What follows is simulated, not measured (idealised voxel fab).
voxel transistor to metal: a process module
Cross-section cut spans 185 nm and uses square cells 5 nm in size.
Cross-section, as written here: a square-cell grid given band by band from the top down, where a band holds one or more rows of cells. For a band, the entry starts with two heights in nm, that of the top and then that of the bottom, and carries on with the band's materials in order from left to right, each alongside its width in nm; the word "everywhere" beside a single material means it fills the band edge to edge, and "air" means empty space. We count height from 0. Below that, the starting wafer is all one material. The lowest band never ends at the bottom but goes on down; see "0 nm and below" for how that is written. Width "30..40": first value at the band's top row of cells, second value at its bottom row, equal change from row to row. "changes: none" after a step means that no cell of the cross-section changed. "Completely sealed voids" means: voids of 8 cells or more that are shut off from the top with no open way through. Written width x height at distance, distance from the left edge, in nm. Where a step's line continues beyond its settings, the continuation is a remark by the simulator itself on that step. Among the settings permitted on a step's line is "overlay nm"; applied to a step with a mask, it specifies the extent to which the mask lay to the right of its planned position, whereas a negative figure signifies a position to the left.

The steps planned for the process are as follows
step 1: RECEIVE | material Si
step 2: OXIDIZE | depth nm 5
step 3: CONFORMAL_DEP | material SiN | thk nm 15
step 4: MASKED_ETCH | tone cover | mask id ACTIVE | width nm 110 | etch materials SiN | depth nm 15 | overlay nm 0
step 5: MASKED_ETCH | tone cover | mask id ACTIVE | width nm 110 | etch materials SiO2 | depth nm 5 | overlay nm 0
step 6: MASKED_ETCH | tone cover | mask id ACTIVE | width nm 110 | etch materials Si | depth nm 30 | overlay nm 0
step 7: FILL_DEP | material SiO2 | thk nm 10
step 8: CMP | height nm 15
step 9: SELECTIVE_ETCH | etch materials SiO2 | depth nm 5
step 10: STRIP | etch materials SiN
step 11: SELECTIVE_ETCH | etch materials SiO2 | depth nm 5
step 12: OXIDIZE | depth nm 5
step 13: DIRECTIONAL_DEP | material polySi | thk nm 20
step 14: DIRECTIONAL_DEP | material SiCN | thk nm 15
step 15: MASKED_ETCH | tone cover | mask id GATE | width nm 20 | etch materials SiCN | depth nm 25 | overlay nm 0
step 16: MASKED_ETCH | tone cover | mask id GATE | width nm 20 | etch materials polySi | depth nm 30 | overlay nm 0
step 17: CONFORMAL_DEP | material SiN | thk nm 10
step 18: DIRECTIONAL_ETCH | etch materials SiN | depth nm 10
step 19: DIRECTIONAL_ETCH | etch materials SiO2 | depth nm 5
step 20: DIRECTIONAL_ETCH | etch materials Si | depth nm 5
step 21: EPI | material nSi | thk nm 5
step 22: FILL_DEP | material SiO2 | thk nm 5
step 23: CMP | height nm 30
step 24: DIRECTIONAL_DEP | material SiO2 | thk nm 15
step 25: DIRECTIONAL_DEP | material aC | thk nm 10
step 26: PATTERN | tone open | mask id CONTACT | material resist | width nm 20 | pitch nm 80 | thk nm 30 | overlay nm 0
step 27: DIRECTIONAL_ETCH | etch materials aC | depth nm 10
step 28: STRIP | etch materials resist
step 29: DIRECTIONAL_ETCH | etch materials SiO2 | depth nm 55
step 30: STRIP | etch materials aC
step 31: CONFORMAL_DEP | material TiN | thk nm 5
step 32: FILL_DEP | material Ru | thk nm 10
step 33: CMP | height nm 45
step 34: CONFORMAL_DEP | material SiN | thk nm 5
step 35: DIRECTIONAL_DEP | material SiO2 | thk nm 15
step 36: MASKED_ETCH | tone open | mask id METAL_1 | width nm 20 | pitch nm 80 | etch materials SiO2 | depth nm 15 | overlay nm 0
step 37: MASKED_ETCH | tone open | mask id METAL_1 | width nm 20 | pitch nm 80 | etch materials SiN | depth nm 5 | overlay nm 0
step 38: CONFORMAL_DEP | material TiN | thk nm 5
step 39: FILL_DEP | material Cu | thk nm 5
step 40: CMP | height nm 65
step 41: EPI | material Ru | thk nm 5
step 42: FILL_DEP | material SiCN | thk nm 5
step 43: DIRECTIONAL_DEP | material lowk | thk nm 30
step 44: MASKED_ETCH | tone open | mask id METAL_2 | width nm 20 | pitch nm 80 | etch materials lowk | depth nm 15 | overlay nm 0
step 45: PATTERN | tone open | mask id METAL_2_HOLES | material resist | width nm 15 | pitch nm 80 | thk nm 15 | overlay nm 0
step 46: DIRECTIONAL_ETCH | etch materials lowk | depth nm 15
step 47: DIRECTIONAL_ETCH | etch materials SiCN | depth nm 5
step 48: STRIP | etch materials resist
step 49: CONFORMAL_DEP | material TiN | thk nm 5
step 50: FILL_DEP | material Cu | thk nm 10
step 51: CMP | height nm 105
step 52: CONFORMAL_DEP | material SiCN | thk nm 5

Run as planned: first of two wafers

Cross-section of the wafer at receipt, which is the condition after step 1
* 0 nm and below = Si everywhere
* Completely sealed voids: none

Step 2 done - wafer cross-section
* 0 nm to -5 nm = SiO2 everywhere
* Below -5, no change.

Step 3 done - wafer cross-section
* 15 nm to 0 nm = SiN everywhere
* Below 0, no change.

Step 4 done - wafer cross-section
* 15 nm to 0 nm = air=35 / SiN=110 / air=40
* Below 0, no change.

Step 5 done - wafer cross-section
* 15 nm to 0 nm = air=35 / SiN=110 / air=40
* 0 nm to -5 nm = air=35 / SiO2=110 / air=40
* Below -5, no change.

Step 6 done - wafer cross-section
* 15 nm to 0 nm = air=35 / SiN=110 / air=40
* 0 nm to -5 nm = air=35 / SiO2=110 / air=40
* -5 nm to -35 nm = air=35 / Si=110 / air=40
* Below -35, no change.

Step 7 done - wafer cross-section
* 25 nm to 15 nm = SiO2 everywhere
* 15 nm to 0 nm = SiO2=35 / SiN=110 / SiO2=40
* 0 nm to -5 nm = SiO2 everywhere
* -5 nm to -35 nm = SiO2=35 / Si=110 / SiO2=40
* Below -35, no change.

Step 8 done - wafer cross-section
* 15 nm to 0 nm = SiO2=35 / SiN=110 / SiO2=40
* Below 0, no change.

Step 9 done - wafer cross-section
* 15 nm to 10 nm = air=35 / SiN=110 / air=40
* Below 10, no change.

Step 10 done - wafer cross-section
* 10 nm to 0 nm = SiO2=35 / air=110 / SiO2=40
* Below 0, no change.

Step 11 done - wafer cross-section
* 5 nm to -5 nm = SiO2=30 / air=120 / SiO2=35
* Below -5, no change.

Step 12 done - wafer cross-section
* 5 nm to -5 nm = SiO2=30 / air=120 / SiO2=35
* -5 nm to -10 nm = SiO2 everywhere
* Below -10, no change.

Step 13 done - wafer cross-section
* 25 nm to 15 nm = polySi=30 / air=120 / polySi=35
* 15 nm to 5 nm = polySi everywhere
* 5 nm to -5 nm = SiO2=30 / polySi=120 / SiO2=35
* Below -5, no change.

Step 14 done - wafer cross-section
* 40 nm to 30 nm = SiCN=30 / air=120 / SiCN=35
* 30 nm to 25 nm = SiCN everywhere
* 25 nm to 15 nm = polySi=30 / SiCN=120 / polySi=35
* Below 15, no change.

Step 15 done - wafer cross-section
* 30 nm to 25 nm = air=80 / SiCN=20 / air=85
* 25 nm to 15 nm = polySi=30 / air=50 / SiCN=20 / air=50 / polySi=35
* Below 15, no change.

Step 16 done - wafer cross-section
* 30 nm to 15 nm = air=80 / SiCN=20 / air=85
* 15 nm to 5 nm = air=80 / polySi=20 / air=85
* 5 nm to -5 nm = SiO2=30 / air=50 / polySi=20 / air=50 / SiO2=35
* Below -5, no change.

Step 17 done - wafer cross-section
* 40 nm to 30 nm = air=70 / SiN=40 / air=75
* 30 nm to 15 nm = air=70 / SiN=10 / SiCN=20 / SiN=10 / air=75
* 15 nm to 5 nm = SiN=40 / air=30 / SiN=10 / polySi=20 / SiN=10 / air=30 / SiN=45
* 5 nm to -5 nm = SiO2=30 / SiN=50 / polySi=20 / SiN=50 / SiO2=35
* Below -5, no change.

Step 18 done - wafer cross-section
* 30 nm to 15 nm = air=70 / SiN=10 / SiCN=20 / SiN=10 / air=75
* 15 nm to 5 nm = air=70 / SiN=10 / polySi=20 / SiN=10 / air=75
* 5 nm to -5 nm = SiO2=30 / SiN=10 / air=30 / SiN=10 / polySi=20 / SiN=10 / air=30 / SiN=10 / SiO2=35
* Below -5, no change.

Step 19 done - wafer cross-section
* 30 nm to 15 nm = air=70 / SiN=10 / SiCN=20 / SiN=10 / air=75
* 15 nm to 5 nm = air=70 / SiN=10 / polySi=20 / SiN=10 / air=75
* 5 nm to 0 nm = air=30 / SiN=10 / air=30 / SiN=10 / polySi=20 / SiN=10 / air=30 / SiN=10 / air=35
* 0 nm to -5 nm = SiO2=30 / SiN=10 / air=30 / SiN=10 / polySi=20 / SiN=10 / air=30 / SiN=10 / SiO2=35
* -5 nm to -10 nm = SiO2=40 / air=30 / SiO2=40 / air=30 / SiO2=45
* Below -10, no change.

Step 20 done - wafer cross-section
* 30 nm to 15 nm = air=70 / SiN=10 / SiCN=20 / SiN=10 / air=75
* 15 nm to 5 nm = air=70 / SiN=10 / polySi=20 / SiN=10 / air=75
* 5 nm to 0 nm = air=30 / SiN=10 / air=30 / SiN=10 / polySi=20 / SiN=10 / air=30 / SiN=10 / air=35
* 0 nm to -5 nm = SiO2=30 / SiN=10 / air=30 / SiN=10 / polySi=20 / SiN=10 / air=30 / SiN=10 / SiO2=35
* -5 nm to -10 nm = SiO2=40 / air=30 / SiO2=40 / air=30 / SiO2=45
* -10 nm to -15 nm = SiO2=35 / Si=5 / air=30 / Si=40 / air=30 / Si=5 / SiO2=40
* Below -15, no change.

Step 21 done - wafer cross-section
* 30 nm to 15 nm = air=70 / SiN=10 / SiCN=20 / SiN=10 / air=75
* 15 nm to 5 nm = air=70 / SiN=10 / polySi=20 / SiN=10 / air=75
* 5 nm to 0 nm = air=30 / SiN=10 / air=30 / SiN=10 / polySi=20 / SiN=10 / air=30 / SiN=10 / air=35
* 0 nm to -5 nm = SiO2=30 / SiN=10 / air=30 / SiN=10 / polySi=20 / SiN=10 / air=30 / SiN=10 / SiO2=35
* -5 nm to -10 nm = SiO2=40 / nSi=5 / air=20 / nSi=5 / SiO2=40 / nSi=5 / air=20 / nSi=5 / SiO2=45
* -10 nm to -15 nm = SiO2=35 / Si=5 / nSi=30 / Si=40 / nSi=30 / Si=5 / SiO2=40
* Below -15, no change.

Step 22 done - wafer cross-section
* 35 nm to 30 nm = SiO2 everywhere
* 30 nm to 15 nm = SiO2=70 / SiN=10 / SiCN=20 / SiN=10 / SiO2=75
* 15 nm to 5 nm = SiO2=70 / SiN=10 / polySi=20 / SiN=10 / SiO2=75
* 5 nm to -5 nm = SiO2=30 / SiN=10 / SiO2=30 / SiN=10 / polySi=20 / SiN=10 / SiO2=30 / SiN=10 / SiO2=35
* -5 nm to -10 nm = SiO2=40 / nSi=5 / SiO2=20 / nSi=5 / SiO2=40 / nSi=5 / SiO2=20 / nSi=5 / SiO2=45
* Below -10, no change.

Step 23 done - wafer cross-section
* 30 nm to 15 nm = SiO2=70 / SiN=10 / SiCN=20 / SiN=10 / SiO2=75
* Below 15, no change.

Step 24 done - wafer cross-section
* 45 nm to 30 nm = SiO2 everywhere
* Below 30, no change.

Step 25 done - wafer cross-section
* 55 nm to 45 nm = aC everywhere
* Below 45, no change.

Step 26 done - wafer cross-section
* 85 nm to 55 nm = resist=40 / air=20 / resist=60 / air=20 / resist=45
* Below 55, no change.

Step 27 done - wafer cross-section
* 75 nm to 55 nm = resist=40 / air=20 / resist=60 / air=20 / resist=45
* 55 nm to 45 nm = aC=40 / air=20 / aC=60 / air=20 / aC=45
* Below 45, no change.

Step 28 done - wafer cross-section
* 55 nm to 45 nm = aC=40 / air=20 / aC=60 / air=20 / aC=45
* Below 45, no change.

Step 29 done - wafer cross-section
* 55 nm to 45 nm = aC=40 / air=20 / aC=60 / air=20 / aC=45
* 45 nm to 30 nm = SiO2=40 / air=20 / SiO2=60 / air=20 / SiO2=45
* 30 nm to 15 nm = SiO2=40 / air=20 / SiO2=10 / SiN=10 / SiCN=20 / SiN=10 / SiO2=10 / air=20 / SiO2=45
* 15 nm to 5 nm = SiO2=40 / air=20 / SiO2=10 / SiN=10 / polySi=20 / SiN=10 / SiO2=10 / air=20 / SiO2=45
* 5 nm to -5 nm = SiO2=30 / SiN=10 / air=20 / SiO2=10 / SiN=10 / polySi=20 / SiN=10 / SiO2=10 / air=20 / SiN=10 / SiO2=35
* -5 nm to -10 nm = SiO2=40 / nSi=5 / air=15 / SiO2=5 / nSi=5 / SiO2=40 / nSi=5 / SiO2=5 / air=15 / nSi=5 / SiO2=45
* Below -10, no change.

Step 30 done - wafer cross-section
* 45 nm to 30 nm = SiO2=40 / air=20 / SiO2=60 / air=20 / SiO2=45
* Below 30, no change.

Step 31 done - wafer cross-section
* 50 nm to 45 nm = TiN=45 / air=10 / TiN=70 / air=10 / TiN=50
* 45 nm to 30 nm = SiO2=40 / TiN=5 / air=10 / TiN=5 / SiO2=60 / TiN=5 / air=10 / TiN=5 / SiO2=45
* 30 nm to 15 nm = SiO2=40 / TiN=5 / air=10 / TiN=5 / SiO2=10 / SiN=10 / SiCN=20 / SiN=10 / SiO2=10 / TiN=5 / air=10 / TiN=5 / SiO2=45
* 15 nm to 5 nm = SiO2=40 / TiN=5 / air=10 / TiN=5 / SiO2=10 / SiN=10 / polySi=20 / SiN=10 / SiO2=10 / TiN=5 / air=10 / TiN=5 / SiO2=45
* 5 nm to -5 nm = SiO2=30 / SiN=10 / TiN=5..10 / air=10..5 / TiN=5 / SiO2=10 / SiN=10 / polySi=20 / SiN=10 / SiO2=10 / TiN=5 / air=10..5 / TiN=5..10 / SiN=10 / SiO2=35
* -5 nm to -10 nm = SiO2=40 / nSi=5 / TiN=15 / SiO2=5 / nSi=5 / SiO2=40 / nSi=5 / SiO2=5 / TiN=15 / nSi=5 / SiO2=45
* Below -10, no change.

Step 32 done - wafer cross-section
* 60 nm to 50 nm = Ru everywhere
* 50 nm to 45 nm = TiN=45 / Ru=10 / TiN=70 / Ru=10 / TiN=50
* 45 nm to 30 nm = SiO2=40 / TiN=5 / Ru=10 / TiN=5 / SiO2=60 / TiN=5 / Ru=10 / TiN=5 / SiO2=45
* 30 nm to 15 nm = SiO2=40 / TiN=5 / Ru=10 / TiN=5 / SiO2=10 / SiN=10 / SiCN=20 / SiN=10 / SiO2=10 / TiN=5 / Ru=10 / TiN=5 / SiO2=45
* 15 nm to 5 nm = SiO2=40 / TiN=5 / Ru=10 / TiN=5 / SiO2=10 / SiN=10 / polySi=20 / SiN=10 / SiO2=10 / TiN=5 / Ru=10 / TiN=5 / SiO2=45
* 5 nm to -5 nm = SiO2=30 / SiN=10 / TiN=5..10 / Ru=10..5 / TiN=5 / SiO2=10 / SiN=10 / polySi=20 / SiN=10 / SiO2=10 / TiN=5 / Ru=10..5 / TiN=5..10 / SiN=10 / SiO2=35
* Below -5, no change.

Step 33 done - wafer cross-section
* 45 nm to 30 nm = SiO2=40 / TiN=5 / Ru=10 / TiN=5 / SiO2=60 / TiN=5 / Ru=10 / TiN=5 / SiO2=45
* Below 30, no change.

Step 34 done - wafer cross-section
* 50 nm to 45 nm = SiN everywhere
* Below 45, no change.

Step 35 done - wafer cross-section
* 65 nm to 50 nm = SiO2 everywhere
* Below 50, no change.

Step 36 done - wafer cross-section
* 65 nm to 50 nm = SiO2=40 / air=20 / SiO2=60 / air=20 / SiO2=45
* Below 50, no change.

Step 37 done - wafer cross-section
* 65 nm to 50 nm = SiO2=40 / air=20 / SiO2=60 / air=20 / SiO2=45
* 50 nm to 45 nm = SiN=40 / air=20 / SiN=60 / air=20 / SiN=45
* Below 45, no change.

Step 38 done - wafer cross-section
* 70 nm to 65 nm = TiN=45 / air=10 / TiN=70 / air=10 / TiN=50
* 65 nm to 50 nm = SiO2=40 / TiN=5 / air=10 / TiN=5 / SiO2=60 / TiN=5 / air=10 / TiN=5 / SiO2=45
* 50 nm to 45 nm = SiN=40 / TiN=20 / SiN=60 / TiN=20 / SiN=45
* Below 45, no change.

Step 39 done - wafer cross-section
* 75 nm to 70 nm = Cu everywhere
* 70 nm to 65 nm = TiN=45 / Cu=10 / TiN=70 / Cu=10 / TiN=50
* 65 nm to 50 nm = SiO2=40 / TiN=5 / Cu=10 / TiN=5 / SiO2=60 / TiN=5 / Cu=10 / TiN=5 / SiO2=45
* Below 50, no change.

Step 40 done - wafer cross-section
* 65 nm to 50 nm = SiO2=40 / TiN=5 / Cu=10 / TiN=5 / SiO2=60 / TiN=5 / Cu=10 / TiN=5 / SiO2=45
* Below 50, no change.

Step 41 done - wafer cross-section
* 70 nm to 65 nm = air=35 / Ru=30 / air=50 / Ru=30 / air=40
* Below 65, no change.

Step 42 done - wafer cross-section
* 75 nm to 70 nm = SiCN everywhere
* 70 nm to 65 nm = SiCN=35 / Ru=30 / SiCN=50 / Ru=30 / SiCN=40
* Below 65, no change.

Step 43 done - wafer cross-section
* 105 nm to 75 nm = lowk everywhere
* Below 75, no change.

Step 44 done - wafer cross-section
* 105 nm to 90 nm = lowk=40 / air=20 / lowk=60 / air=20 / lowk=45
* Below 90, no change.

Step 45 done - wafer cross-section
* 120 nm to 105 nm = resist=40 / air=15 / resist=65 / air=15 / resist=50
* 105 nm to 90 nm = lowk=40 / air=15 / resist=5 / lowk=60 / air=15 / resist=5 / lowk=45
* Below 90, no change.

Step 46 done - wafer cross-section
* 120 nm to 105 nm = resist=40 / air=15 / resist=65 / air=15 / resist=50
* 105 nm to 90 nm = lowk=40 / air=15 / resist=5 / lowk=60 / air=15 / resist=5 / lowk=45
* 90 nm to 75 nm = lowk=40 / air=15 / lowk=65 / air=15 / lowk=50
* Below 75, no change.

Step 47 done - wafer cross-section
* 120 nm to 105 nm = resist=40 / air=15 / resist=65 / air=15 / resist=50
* 105 nm to 90 nm = lowk=40 / air=15 / resist=5 / lowk=60 / air=15 / resist=5 / lowk=45
* 90 nm to 75 nm = lowk=40 / air=15 / lowk=65 / air=15 / lowk=50
* 75 nm to 70 nm = SiCN=40 / air=15 / SiCN=65 / air=15 / SiCN=50
* Below 70, no change.

Step 48 done - wafer cross-section
* 105 nm to 90 nm = lowk=40 / air=20 / lowk=60 / air=20 / lowk=45
* Below 90, no change.

Step 49 done - wafer cross-section
* 110 nm to 105 nm = TiN=45 / air=10 / TiN=70 / air=10 / TiN=50
* 105 nm to 95 nm = lowk=40 / TiN=5 / air=10 / TiN=5 / lowk=60 / TiN=5 / air=10 / TiN=5 / lowk=45
* 95 nm to 90 nm = lowk=40 / TiN=5 / air=5 / TiN=10 / lowk=60 / TiN=5 / air=5 / TiN=10 / lowk=45
* 90 nm to 75 nm = lowk=40 / TiN=5 / air=5 / TiN=5 / lowk=65 / TiN=5 / air=5 / TiN=5 / lowk=50
* 75 nm to 70 nm = SiCN=40 / TiN=15 / SiCN=65 / TiN=15 / SiCN=50
* Below 70, no change.

Step 50 done - wafer cross-section
* 120 nm to 110 nm = Cu everywhere
* 110 nm to 105 nm = TiN=45 / Cu=10 / TiN=70 / Cu=10 / TiN=50
* 105 nm to 95 nm = lowk=40 / TiN=5 / Cu=10 / TiN=5 / lowk=60 / TiN=5 / Cu=10 / TiN=5 / lowk=45
* 95 nm to 90 nm = lowk=40 / TiN=5 / Cu=5 / TiN=10 / lowk=60 / TiN=5 / Cu=5 / TiN=10 / lowk=45
* 90 nm to 75 nm = lowk=40 / TiN=5 / Cu=5 / TiN=5 / lowk=65 / TiN=5 / Cu=5 / TiN=5 / lowk=50
* Below 75, no change.

Step 51 done - wafer cross-section
* 105 nm to 95 nm = lowk=40 / TiN=5 / Cu=10 / TiN=5 / lowk=60 / TiN=5 / Cu=10 / TiN=5 / lowk=45
* Below 95, no change.

Step 52 done - wafer cross-section
* 110 nm to 105 nm = SiCN everywhere
* Below 105, no change.

What follows concerns the second wafer, which started out like the first and was meant to follow the very same plan; one mistake crept in when it was run, but everything up to and including step 22 is the same as for the first wafer

What the second wafer looks like in cross-section when step 23 should have wrapped up
* 25 nm to 15 nm = SiO2=70 / SiN=10 / SiCN=20 / SiN=10 / SiO2=75
* Below 15, no change.

What the second wafer looks like in cross-section when step 24 should have wrapped up
* 40 nm to 25 nm = SiO2 everywhere
* Below 25, no change.

What the second wafer looks like in cross-section when step 25 should have wrapped up
* 50 nm to 40 nm = aC everywhere
* Below 40, no change.

What the second wafer looks like in cross-section when step 26 should have wrapped up
* 80 nm to 50 nm = resist=40 / air=20 / resist=60 / air=20 / resist=45
* Below 50, no change.

What the second wafer looks like in cross-section when step 27 should have wrapped up
* 70 nm to 50 nm = resist=40 / air=20 / resist=60 / air=20 / resist=45
* 50 nm to 40 nm = aC=40 / air=20 / aC=60 / air=20 / aC=45
* Below 40, no change.

What the second wafer looks like in cross-section when step 28 should have wrapped up
* 50 nm to 40 nm = aC=40 / air=20 / aC=60 / air=20 / aC=45
* Below 40, no change.

What the second wafer looks like in cross-section when step 29 should have wrapped up
* 50 nm to 40 nm = aC=40 / air=20 / aC=60 / air=20 / aC=45
* 40 nm to 25 nm = SiO2=40 / air=20 / SiO2=60 / air=20 / SiO2=45
* 25 nm to 15 nm = SiO2=40 / air=20 / SiO2=10 / SiN=10 / SiCN=20 / SiN=10 / SiO2=10 / air=20 / SiO2=45
* 15 nm to 5 nm = SiO2=40 / air=20 / SiO2=10 / SiN=10 / polySi=20 / SiN=10 / SiO2=10 / air=20 / SiO2=45
* 5 nm to -5 nm = SiO2=30 / SiN=10 / air=20 / SiO2=10 / SiN=10 / polySi=20 / SiN=10 / SiO2=10 / air=20 / SiN=10 / SiO2=35
* -5 nm to -10 nm = SiO2=40 / nSi=5 / air=15 / SiO2=5 / nSi=5 / SiO2=40 / nSi=5 / SiO2=5 / air=15 / nSi=5 / SiO2=45
* Below -10, no change.

What the second wafer looks like in cross-section when step 30 should have wrapped up
* 40 nm to 25 nm = SiO2=40 / air=20 / SiO2=60 / air=20 / SiO2=45
* Below 25, no change.

What the second wafer looks like in cross-section when step 31 should have wrapped up
* 45 nm to 40 nm = TiN=45 / air=10 / TiN=70 / air=10 / TiN=50
* 40 nm to 25 nm = SiO2=40 / TiN=5 / air=10 / TiN=5 / SiO2=60 / TiN=5 / air=10 / TiN=5 / SiO2=45
* 25 nm to 15 nm = SiO2=40 / TiN=5 / air=10 / TiN=5 / SiO2=10 / SiN=10 / SiCN=20 / SiN=10 / SiO2=10 / TiN=5 / air=10 / TiN=5 / SiO2=45
* 15 nm to 5 nm = SiO2=40 / TiN=5 / air=10 / TiN=5 / SiO2=10 / SiN=10 / polySi=20 / SiN=10 / SiO2=10 / TiN=5 / air=10 / TiN=5 / SiO2=45
* 5 nm to -5 nm = SiO2=30 / SiN=10 / TiN=5..10 / air=10..5 / TiN=5 / SiO2=10 / SiN=10 / polySi=20 / SiN=10 / SiO2=10 / TiN=5 / air=10..5 / TiN=5..10 / SiN=10 / SiO2=35
* -5 nm to -10 nm = SiO2=40 / nSi=5 / TiN=15 / SiO2=5 / nSi=5 / SiO2=40 / nSi=5 / SiO2=5 / TiN=15 / nSi=5 / SiO2=45
* Below -10, no change.

What the second wafer looks like in cross-section when step 32 should have wrapped up
* 55 nm to 45 nm = Ru everywhere
* 45 nm to 40 nm = TiN=45 / Ru=10 / TiN=70 / Ru=10 / TiN=50
* 40 nm to 25 nm = SiO2=40 / TiN=5 / Ru=10 / TiN=5 / SiO2=60 / TiN=5 / Ru=10 / TiN=5 / SiO2=45
* 25 nm to 15 nm = SiO2=40 / TiN=5 / Ru=10 / TiN=5 / SiO2=10 / SiN=10 / SiCN=20 / SiN=10 / SiO2=10 / TiN=5 / Ru=10 / TiN=5 / SiO2=45
* 15 nm to 5 nm = SiO2=40 / TiN=5 / Ru=10 / TiN=5 / SiO2=10 / SiN=10 / polySi=20 / SiN=10 / SiO2=10 / TiN=5 / Ru=10 / TiN=5 / SiO2=45
* 5 nm to -5 nm = SiO2=30 / SiN=10 / TiN=5..10 / Ru=10..5 / TiN=5 / SiO2=10 / SiN=10 / polySi=20 / SiN=10 / SiO2=10 / TiN=5 / Ru=10..5 / TiN=5..10 / SiN=10 / SiO2=35
* Below -5, no change.

What the second wafer looks like in cross-section when step 33 should have wrapped up
* 45 nm to 40 nm = TiN=45 / Ru=10 / TiN=70 / Ru=10 / TiN=50
* Below 40, no change.

What the second wafer looks like in cross-section when step 34 should have wrapped up
* 50 nm to 45 nm = SiN everywhere
* Below 45, no change.

What the second wafer looks like in cross-section when step 35 should have wrapped up
* 65 nm to 50 nm = SiO2 everywhere
* Below 50, no change.

What the second wafer looks like in cross-section when step 36 should have wrapped up
* 65 nm to 50 nm = SiO2=40 / air=20 / SiO2=60 / air=20 / SiO2=45
* Below 50, no change.

What the second wafer looks like in cross-section when step 37 should have wrapped up
* 65 nm to 50 nm = SiO2=40 / air=20 / SiO2=60 / air=20 / SiO2=45
* 50 nm to 45 nm = SiN=40 / air=20 / SiN=60 / air=20 / SiN=45
* Below 45, no change.

What the second wafer looks like in cross-section when step 38 should have wrapped up
* 70 nm to 65 nm = TiN=45 / air=10 / TiN=70 / air=10 / TiN=50
* 65 nm to 50 nm = SiO2=40 / TiN=5 / air=10 / TiN=5 / SiO2=60 / TiN=5 / air=10 / TiN=5 / SiO2=45
* 50 nm to 45 nm = SiN=40 / TiN=20 / SiN=60 / TiN=20 / SiN=45
* Below 45, no change.

What the second wafer looks like in cross-section when step 39 should have wrapped up
* 75 nm to 70 nm = Cu everywhere
* 70 nm to 65 nm = TiN=45 / Cu=10 / TiN=70 / Cu=10 / TiN=50
* 65 nm to 50 nm = SiO2=40 / TiN=5 / Cu=10 / TiN=5 / SiO2=60 / TiN=5 / Cu=10 / TiN=5 / SiO2=45
* Below 50, no change.

What the second wafer looks like in cross-section when step 40 should have wrapped up
* 65 nm to 50 nm = SiO2=40 / TiN=5 / Cu=10 / TiN=5 / SiO2=60 / TiN=5 / Cu=10 / TiN=5 / SiO2=45
* Below 50, no change.

What the second wafer looks like in cross-section when step 41 should have wrapped up
* 70 nm to 65 nm = air=35 / Ru=30 / air=50 / Ru=30 / air=40
* Below 65, no change.

What the second wafer looks like in cross-section when step 42 should have wrapped up
* 75 nm to 70 nm = SiCN everywhere
* 70 nm to 65 nm = SiCN=35 / Ru=30 / SiCN=50 / Ru=30 / SiCN=40
* Below 65, no change.

What the second wafer looks like in cross-section when step 43 should have wrapped up
* 105 nm to 75 nm = lowk everywhere
* Below 75, no change.

What the second wafer looks like in cross-section when step 44 should have wrapped up
* 105 nm to 90 nm = lowk=40 / air=20 / lowk=60 / air=20 / lowk=45
* Below 90, no change.

What the second wafer looks like in cross-section when step 45 should have wrapped up
* 120 nm to 105 nm = resist=40 / air=15 / resist=65 / air=15 / resist=50
* 105 nm to 90 nm = lowk=40 / air=15 / resist=5 / lowk=60 / air=15 / resist=5 / lowk=45
* Below 90, no change.

What the second wafer looks like in cross-section when step 46 should have wrapped up
* 120 nm to 105 nm = resist=40 / air=15 / resist=65 / air=15 / resist=50
* 105 nm to 90 nm = lowk=40 / air=15 / resist=5 / lowk=60 / air=15 / resist=5 / lowk=45
* 90 nm to 75 nm = lowk=40 / air=15 / lowk=65 / air=15 / lowk=50
* Below 75, no change.

What the second wafer looks like in cross-section when step 47 should have wrapped up
* 120 nm to 105 nm = resist=40 / air=15 / resist=65 / air=15 / resist=50
* 105 nm to 90 nm = lowk=40 / air=15 / resist=5 / lowk=60 / air=15 / resist=5 / lowk=45
* 90 nm to 75 nm = lowk=40 / air=15 / lowk=65 / air=15 / lowk=50
* 75 nm to 70 nm = SiCN=40 / air=15 / SiCN=65 / air=15 / SiCN=50
* Below 70, no change.

What the second wafer looks like in cross-section when step 48 should have wrapped up
* 105 nm to 90 nm = lowk=40 / air=20 / lowk=60 / air=20 / lowk=45
* Below 90, no change.

What the second wafer looks like in cross-section when step 49 should have wrapped up
* 110 nm to 105 nm = TiN=45 / air=10 / TiN=70 / air=10 / TiN=50
* 105 nm to 95 nm = lowk=40 / TiN=5 / air=10 / TiN=5 / lowk=60 / TiN=5 / air=10 / TiN=5 / lowk=45
* 95 nm to 90 nm = lowk=40 / TiN=5 / air=5 / TiN=10 / lowk=60 / TiN=5 / air=5 / TiN=10 / lowk=45
* 90 nm to 75 nm = lowk=40 / TiN=5 / air=5 / TiN=5 / lowk=65 / TiN=5 / air=5 / TiN=5 / lowk=50
* 75 nm to 70 nm = SiCN=40 / TiN=15 / SiCN=65 / TiN=15 / SiCN=50
* Below 70, no change.

What the second wafer looks like in cross-section when step 50 should have wrapped up
* 120 nm to 110 nm = Cu everywhere
* 110 nm to 105 nm = TiN=45 / Cu=10 / TiN=70 / Cu=10 / TiN=50
* 105 nm to 95 nm = lowk=40 / TiN=5 / Cu=10 / TiN=5 / lowk=60 / TiN=5 / Cu=10 / TiN=5 / lowk=45
* 95 nm to 90 nm = lowk=40 / TiN=5 / Cu=5 / TiN=10 / lowk=60 / TiN=5 / Cu=5 / TiN=10 / lowk=45
* 90 nm to 75 nm = lowk=40 / TiN=5 / Cu=5 / TiN=5 / lowk=65 / TiN=5 / Cu=5 / TiN=5 / lowk=50
* Below 75, no change.

What the second wafer looks like in cross-section when step 51 should have wrapped up
* 105 nm to 95 nm = lowk=40 / TiN=5 / Cu=10 / TiN=5 / lowk=60 / TiN=5 / Cu=10 / TiN=5 / lowk=45
* Below 95, no change.

What the second wafer looks like in cross-section when step 52 should have wrapped up
* 110 nm to 105 nm = SiCN everywhere
* Below 105, no change.
Processing error: step 23, actual vs plan mismatch, actual run CMP | height nm 25
Count the cells at the end and the second wafer has more or fewer of some materials than the first: SiCN: 4 fewer | SiN: 4 fewer | SiO2: 21 fewer | TiN: 29 more
